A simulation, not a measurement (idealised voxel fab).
Title: Process Module voxel capacitor over wiring
Section cut is 140 nm wide and gridded with 5 nm square cells.
A cross-section is written here as square cells arranged in a grid, and it is given in bands from the top down, each band taking up one or more rows of cells.
Look at the band entry: it leads with the top's height and the bottom's height in nm. Then it lists the materials left to right, with a width in nm for each. The word "edge to edge" on a single material says that material fills the band edge to edge. The word "empty" is empty space.
Basically, 0 is our baseline, since under it the wafer straight out of the box is all one material. The bottom band has no lower end and keeps on going down, so it looks like "0 -> down".
Width spec "30->40" -> top row of cells at first value, bottom row at second value, equal per-row change in between.
"same as before" for a step: no cell of the cross-section changed in that step.
Reported under the label "Sealed internal voids" are the empty spaces having no open way to the top and comprising 8 cells or more; the notation for each is width x height at distance, in which the distance is measured from the left edge and all three values are in nm.
That trailing text on a step's line, after the settings, is the simulator's own remark on the step.
A step's line can hold "overlay nm"; with a mask on that step, the setting says how far right of the planned place the mask lay, while a negative setting says it lay to the left.

## Listed below are the process steps as planned
1) RECEIVE (material Si)
2) CONFORMAL_DEP (material SiO2; thk nm 10)
3) CONFORMAL_DEP (material SiN; thk nm 5)
4) DIRECTIONAL_DEP (material lowk; thk nm 20)
5) MASKED_ETCH (tone open; mask id METAL_1; width nm 20; pitch nm 85; etch materials lowk; depth nm 20; overlay nm 0)
6) MASKED_ETCH (tone open; mask id METAL_1; width nm 20; pitch nm 85; etch materials SiN; depth nm 5; overlay nm 0)
7) CONFORMAL_DEP (material TiN; thk nm 5)
8) FILL_DEP (material Ru; thk nm 10)
9) CMP (height nm 35)
10) CONFORMAL_DEP (material SiCN; thk nm 5)
11) DIRECTIONAL_DEP (material SiO2; thk nm 10)
12) MASKED_ETCH (tone open; mask id PLUG_1; width nm 15; etch materials SiO2; depth nm 10; overlay nm 0)
13) MASKED_ETCH (tone open; mask id PLUG_1; width nm 15; etch materials SiCN; depth nm 5; overlay nm 0)
14) EPI (material Ru; thk nm 10)
15) EPI (material Ru; thk nm 5)
16) DIRECTIONAL_DEP (material TiN; thk nm 5)
17) DIRECTIONAL_DEP (material SiN; thk nm 5)
18) DIRECTIONAL_DEP (material TiN; thk nm 10)
19) DIRECTIONAL_DEP (material aC; thk nm 10)
20) PATTERN (tone cover; mask id UPPER_PLATE; material resist; width nm 70; thk nm 30; overlay nm 0)
21) DIRECTIONAL_ETCH (etch materials aC; depth nm 10)
22) STRIP (etch materials resist)
23) DIRECTIONAL_ETCH (etch materials TiN; depth nm 10)
24) DIRECTIONAL_ETCH (etch materials SiN; depth nm 5)
25) STRIP (etch materials aC)
26) DIRECTIONAL_DEP (material aC; thk nm 15)
27) PATTERN (tone cover; mask id LOWER_PLATE; material resist; width nm 80; thk nm 35; overlay nm 0)
28) DIRECTIONAL_ETCH (etch materials aC; depth nm 15)
29) STRIP (etch materials resist)
30) DIRECTIONAL_ETCH (etch materials TiN; depth nm 5)
31) STRIP (etch materials aC)
32) FILL_DEP (material SiO2; thk nm 15)
33) CMP (height nm 80)
34) PATTERN (tone open; mask id PLUG_2; material resist; width nm 15; thk nm 15; overlay nm 0)
35) DIRECTIONAL_ETCH (etch materials SiO2; depth nm 10)
36) STRIP (etch materials resist)
37) CONFORMAL_DEP (material TiN; thk nm 5)
38) FILL_DEP (material Cu; thk nm 10)
39) CMP (height nm 80)
40) CONFORMAL_DEP (material SiN; thk nm 5)

## First of two wafers - as planned

## This is the cross-section of the wafer as we received it, i.e. after step 1
  0 -> down  Si edge to edge
  Sealed internal voids: none

## State of the wafer after step 2, shown in cross-section
  10 -> 0  SiO2 edge to edge
  Unchanged below 0.

## State of the wafer after step 3, shown in cross-section
  15 -> 10  SiN edge to edge
  Unchanged below 10.

## State of the wafer after step 4, shown in cross-section
  35 -> 15  lowk edge to edge
  Unchanged below 15.

## State of the wafer after step 5, shown in cross-section
  35 -> 15  lowk 15 nm | empty 20 nm | lowk 65 nm | empty 20 nm | lowk 20 nm
  Unchanged below 15.

## State of the wafer after step 6, shown in cross-section
  35 -> 15  lowk 15 nm | empty 20 nm | lowk 65 nm | empty 20 nm | lowk 20 nm
  15 -> 10  SiN 15 nm | empty 20 nm | SiN 65 nm | empty 20 nm | SiN 20 nm
  Unchanged below 10.

## State of the wafer after step 7, shown in cross-section
  40 -> 35  TiN 20 nm | empty 10 nm | TiN 75 nm | empty 10 nm | TiN 25 nm
  35 -> 15  lowk 15 nm | TiN 5 nm | empty 10 nm | TiN 5 nm | lowk 65 nm | TiN 5 nm | empty 10 nm | TiN 5 nm | lowk 20 nm
  15 -> 10  SiN 15 nm | TiN 20 nm | SiN 65 nm | TiN 20 nm | SiN 20 nm
  Unchanged below 10.

## State of the wafer after step 8, shown in cross-section
  50 -> 40  Ru edge to edge
  40 -> 35  TiN 20 nm | Ru 10 nm | TiN 75 nm | Ru 10 nm | TiN 25 nm
  35 -> 15  lowk 15 nm | TiN 5 nm | Ru 10 nm | TiN 5 nm | lowk 65 nm | TiN 5 nm | Ru 10 nm | TiN 5 nm | lowk 20 nm
  Unchanged below 15.

## State of the wafer after step 9, shown in cross-section
  35 -> 15  lowk 15 nm | TiN 5 nm | Ru 10 nm | TiN 5 nm | lowk 65 nm | TiN 5 nm | Ru 10 nm | TiN 5 nm | lowk 20 nm
  Unchanged below 15.

## State of the wafer after step 10, shown in cross-section
  40 -> 35  SiCN edge to edge
  Unchanged below 35.

## State of the wafer after step 11, shown in cross-section
  50 -> 40  SiO2 edge to edge
  Unchanged below 40.

## State of the wafer after step 12, shown in cross-section
  50 -> 40  SiO2 20 nm | empty 15 nm | SiO2 105 nm
  Unchanged below 40.

## State of the wafer after step 13, shown in cross-section
  50 -> 40  SiO2 20 nm | empty 15 nm | SiO2 105 nm
  40 -> 35  SiCN 20 nm | empty 15 nm | SiCN 105 nm
  Unchanged below 35.

## State of the wafer after step 14, shown in cross-section
  50 -> 45  SiO2 20 nm | empty 15 nm | SiO2 105 nm
  45 -> 40  SiO2 20 nm | Ru 15 nm | SiO2 105 nm
  40 -> 35  SiCN 20 nm | Ru 15 nm | SiCN 105 nm
  Unchanged below 35.

## State of the wafer after step 15, shown in cross-section
  50 -> 40  SiO2 20 nm | Ru 15 nm | SiO2 105 nm
  Unchanged below 40.

## State of the wafer after step 16, shown in cross-section
  55 -> 50  TiN edge to edge
  Unchanged below 50.

## State of the wafer after step 17, shown in cross-section
  60 -> 55  SiN edge to edge
  Unchanged below 55.

## State of the wafer after step 18, shown in cross-section
  70 -> 60  TiN edge to edge
  Unchanged below 60.

## State of the wafer after step 19, shown in cross-section
  80 -> 70  aC edge to edge
  Unchanged below 70.

## State of the wafer after step 20, shown in cross-section
  110 -> 80  empty 20 nm | resist 70 nm | empty 50 nm
  Unchanged below 80.

## State of the wafer after step 21, shown in cross-section
  100 -> 80  empty 20 nm | resist 70 nm | empty 50 nm
  80 -> 70  empty 20 nm | aC 70 nm | empty 50 nm
  Unchanged below 70.

## State of the wafer after step 22, shown in cross-section
  80 -> 70  empty 20 nm | aC 70 nm | empty 50 nm
  Unchanged below 70.

## State of the wafer after step 23, shown in cross-section
  80 -> 70  empty 20 nm | aC 70 nm | empty 50 nm
  70 -> 60  empty 20 nm | TiN 70 nm | empty 50 nm
  Unchanged below 60.

## State of the wafer after step 24, shown in cross-section
  80 -> 70  empty 20 nm | aC 70 nm | empty 50 nm
  70 -> 60  empty 20 nm | TiN 70 nm | empty 50 nm
  60 -> 55  empty 20 nm | SiN 70 nm | empty 50 nm
  Unchanged below 55.

## State of the wafer after step 25, shown in cross-section
  70 -> 60  empty 20 nm | TiN 70 nm | empty 50 nm
  Unchanged below 60.

## State of the wafer after step 26, shown in cross-section
  85 -> 70  empty 20 nm | aC 70 nm | empty 50 nm
  70 -> 60  aC 20 nm | TiN 70 nm | aC 50 nm
  60 -> 55  aC 20 nm | SiN 70 nm | aC 50 nm
  Unchanged below 55.

## State of the wafer after step 27, shown in cross-section
  120 -> 85  empty 15 nm | resist 80 nm | empty 45 nm
  85 -> 70  empty 15 nm | resist 5 nm | aC 70 nm | resist 5 nm | empty 45 nm
  Unchanged below 70.

## State of the wafer after step 28, shown in cross-section
  105 -> 85  empty 15 nm | resist 80 nm | empty 45 nm
  85 -> 70  empty 15 nm | resist 5 nm | aC 70 nm | resist 5 nm | empty 45 nm
  70 -> 60  empty 15 nm | aC 5 nm | TiN 70 nm | aC 5 nm | empty 45 nm
  60 -> 55  empty 15 nm | aC 5 nm | SiN 70 nm | aC 5 nm | empty 45 nm
  Unchanged below 55.

## State of the wafer after step 29, shown in cross-section
  85 -> 70  empty 20 nm | aC 70 nm | empty 50 nm
  Unchanged below 70.

## State of the wafer after step 30, shown in cross-section
  85 -> 70  empty 20 nm | aC 70 nm | empty 50 nm
  70 -> 60  empty 15 nm | aC 5 nm | TiN 70 nm | aC 5 nm | empty 45 nm
  60 -> 55  empty 15 nm | aC 5 nm | SiN 70 nm | aC 5 nm | empty 45 nm
  55 -> 50  empty 15 nm | TiN 80 nm | empty 45 nm
  Unchanged below 50.

## State of the wafer after step 31, shown in cross-section
  70 -> 60  empty 20 nm | TiN 70 nm | empty 50 nm
  60 -> 55  empty 20 nm | SiN 70 nm | empty 50 nm
  Unchanged below 55.

## State of the wafer after step 32, shown in cross-section
  85 -> 70  SiO2 edge to edge
  70 -> 60  SiO2 20 nm | TiN 70 nm | SiO2 50 nm
  60 -> 55  SiO2 20 nm | SiN 70 nm | SiO2 50 nm
  55 -> 50  SiO2 15 nm | TiN 80 nm | SiO2 45 nm
  Unchanged below 50.

## State of the wafer after step 33, shown in cross-section
  80 -> 70  SiO2 edge to edge
  Unchanged below 70.

## State of the wafer after step 34, shown in cross-section
  95 -> 80  resist 30 nm | empty 15 nm | resist 95 nm
  Unchanged below 80.

## State of the wafer after step 35, shown in cross-section
  95 -> 80  resist 30 nm | empty 15 nm | resist 95 nm
  80 -> 70  SiO2 30 nm | empty 15 nm | SiO2 95 nm
  Unchanged below 70.

## State of the wafer after step 36, shown in cross-section
  80 -> 70  SiO2 30 nm | empty 15 nm | SiO2 95 nm
  Unchanged below 70.

## State of the wafer after step 37, shown in cross-section
  85 -> 80  TiN 35 nm | empty 5 nm | TiN 100 nm
  80 -> 75  SiO2 30 nm | TiN 5 nm | empty 5 nm | TiN 5 nm | SiO2 95 nm
  75 -> 70  SiO2 30 nm | TiN 15 nm | SiO2 95 nm
  Unchanged below 70.

## State of the wafer after step 38, shown in cross-section
  95 -> 85  Cu edge to edge
  85 -> 80  TiN 35 nm | Cu 5 nm | TiN 100 nm
  80 -> 75  SiO2 30 nm | TiN 5 nm | Cu 5 nm | TiN 5 nm | SiO2 95 nm
  Unchanged below 75.

## State of the wafer after step 39, shown in cross-section
  80 -> 75  SiO2 30 nm | TiN 5 nm | Cu 5 nm | TiN 5 nm | SiO2 95 nm
  Unchanged below 75.

## State of the wafer after step 40, shown in cross-section
  85 -> 80  SiN edge to edge
  Unchanged below 80.

## The remaining wafer, second of the two, started like the first and was run to the same plan, except that one mistake was made along the way; the two coincide through step 39, inclusive

## Second wafer, sectioned view, at step 40's planned end time
  85 -> 80  Ru edge to edge
  Unchanged below 80.
Short version of what went wrong: step 40 went in with a setting other than planned; the actual run was CONFORMAL_DEP (material Ru; thk nm 5)
at the end the second wafer has, in cells: +28 Ru, -28 SiN
